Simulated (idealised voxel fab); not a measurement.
process module | voxel local oxidation
cross-section cut | 290 nm wide | cells 5 nm
A cross-section is a grid of square cells, given in bands from the top down. A band is one or more rows of cells.
Each band's line starts with the height of the band's top and of its bottom, in nm. Then come its materials from left to right, each with its width in nm. One material with "throughout" fills the band from edge to edge. "air" is empty space.
Height 0 is the level under which the wafer as received is all one material. The lowest band goes on downwards, as in "0 down".
A width such as "30 to 40" changes by the same amount from each row of cells to the next, from the band's top row to its bottom row.
"no change" after a step means that no cell of the cross-section changed.
closed voids: empty space of 8 cells or more with no open way to the top, each as width x height at its distance from the left edge, in nm
after a step's settings: what the simulator itself notes on the step
overlay nm, on a step with a mask: how far to the right of its planned place the mask lay; to the left if negative
plan
1 op RECEIVE | material Si
2 op CONFORMAL_DEP | material SiO2 | thk nm 5
3 op CONFORMAL_DEP | material SiN | thk nm 15
4 op MASKED_ETCH | tone cover | mask id ACTIVE | width nm 90 | pitch nm 130 | etch materials SiN | depth nm 15 | overlay nm 0
5 op SELECTIVE_ETCH | etch materials SiO2 | depth nm 5
6 op OXIDIZE | depth nm 15
7 op STRIP | etch materials SiN
as received, after step 1
  0 down: Si throughout
  closed voids: none
first wafer at the end, as planned
  5 to 0: air 40 | SiO2 80 | air 50 | SiO2 80 | air 40
  0 to -15: SiO2 55 | Si 50 | SiO2 80 | Si 50 | SiO2 55
  -15 down: Si throughout
  closed voids: none
second wafer at the end: like start, like plan, one mistake
  5 to 0: air 45 | SiO2 80 | air 50 | SiO2 80 | air 35
  0 to -15: SiO2 60 | Si 50 | SiO2 80 | Si 50 | SiO2 50
  -15 down: Si throughout
  closed voids: none
what went wrong: step 4 ran as: op MASKED_ETCH | tone cover | mask id ACTIVE | width nm 90 | pitch nm 130 | etch materials SiN | depth nm 15 | overlay nm 5
at the end the second wafer has, in cells: as many of each material as the first, in other places
